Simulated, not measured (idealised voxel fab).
process module | voxel capacitor over wiring
cross-section cut | 165 nm wide | cells 5 nm
A cross-section is a grid of square cells, given in bands from the top down. A band is one or more rows of cells.
Each band's line starts with the height of the band's top and of its bottom, in nm. Then come its materials from left to right, each with its width in nm. One material with "throughout" fills the band from edge to edge. "air" is empty space.
Height 0 is the level under which the wafer as received is all one material. The lowest band goes on downwards, as in "0 down".
A width such as "30 to 40" changes by the same amount from each row of cells to the next, from the band's top row to its bottom row.
"no change" after a step means that no cell of the cross-section changed.
closed voids: empty space of 8 cells or more with no open way to the top, each as width x height at its distance from the left edge, in nm
after a step's settings: what the simulator itself notes on the step
overlay nm, on a step with a mask: how far to the right of its planned place the mask lay; to the left if negative
plan
1 op RECEIVE | material Si
2 op CONFORMAL_DEP | material SiO2 | thk nm 15
3 op DIRECTIONAL_DEP | material TiN | thk nm 5
4 op DIRECTIONAL_DEP | material W | thk nm 15
5 op DIRECTIONAL_DEP | material aC | thk nm 10
6 op PATTERN | tone cover | mask id METAL_1 | material resist | width nm 30 | pitch nm 80 | thk nm 25 | overlay nm 0
7 op DIRECTIONAL_ETCH | etch materials aC | depth nm 10
8 op STRIP | etch materials resist
9 op DIRECTIONAL_ETCH | etch materials W | depth nm 15
10 op DIRECTIONAL_ETCH | etch materials TiN | depth nm 5
11 op STRIP | etch materials aC
12 op CONFORMAL_DEP | material SiCN | thk nm 5
13 op FILL_DEP | material lowk | thk nm 5
14 op CMP | height nm 35
15 op CONFORMAL_DEP | material SiCN | thk nm 5
16 op DIRECTIONAL_DEP | material SiO2 | thk nm 15
17 op MASKED_ETCH | tone open | mask id PLUG_1 | width nm 15 | etch materials SiO2 | depth nm 15 | overlay nm 0
18 op MASKED_ETCH | tone open | mask id PLUG_1 | width nm 15 | etch materials SiCN | depth nm 5 | overlay nm 0
19 op EPI | material Ru | thk nm 10
20 op EPI | material Ru | thk nm 10
21 op DIRECTIONAL_DEP | material TiN | thk nm 10
22 op DIRECTIONAL_DEP | material SiN | thk nm 5
23 op DIRECTIONAL_DEP | material TiN | thk nm 5
24 op PATTERN | tone cover | mask id UPPER_PLATE | material resist | width nm 55 | thk nm 15 | overlay nm 0
25 op DIRECTIONAL_ETCH | etch materials TiN | depth nm 5
26 op DIRECTIONAL_ETCH | etch materials SiN | depth nm 5
27 op STRIP | etch materials resist
28 op MASKED_ETCH | tone cover | mask id LOWER_PLATE | width nm 65 | etch materials TiN | depth nm 10 | overlay nm 0
29 op FILL_DEP | material SiO2 | thk nm 15
30 op CMP | height nm 85
31 op MASKED_ETCH | tone open | mask id PLUG_2 | width nm 15 | etch materials SiO2 | depth nm 10 | overlay nm 0
32 op CONFORMAL_DEP | material TiN | thk nm 5
33 op FILL_DEP | material Cu | thk nm 5
34 op CMP | height nm 85
35 op CONFORMAL_DEP | material SiN | thk nm 5
as received, after step 1
  0 down: Si throughout
  closed voids: none
a wafer at the end: this start, this plan, one mistake
  90 to 85: SiN throughout
  85 to 80: SiO2 50 | TiN 5 | Cu 5 | TiN 5 | SiO2 100
  80 to 70: SiO2 50 to 40 | TiN 15 to 55 | SiO2 100 to 70
  70 to 65: SiO2 40 | SiN 55 | SiO2 70
  65 to 55: SiO2 35 | TiN 65 | SiO2 65
  55 to 40: SiO2 40 | Ru 15 | SiO2 110
  40 to 35: SiCN 40 | Ru 15 | SiCN 110
  35 to 20: Cu throughout
  20 to 15: TiN throughout
  15 to 0: SiO2 throughout
  0 down: Si throughout
  closed voids: none
what went wrong: step 4 ran as: op DIRECTIONAL_DEP | material Cu | thk nm 15
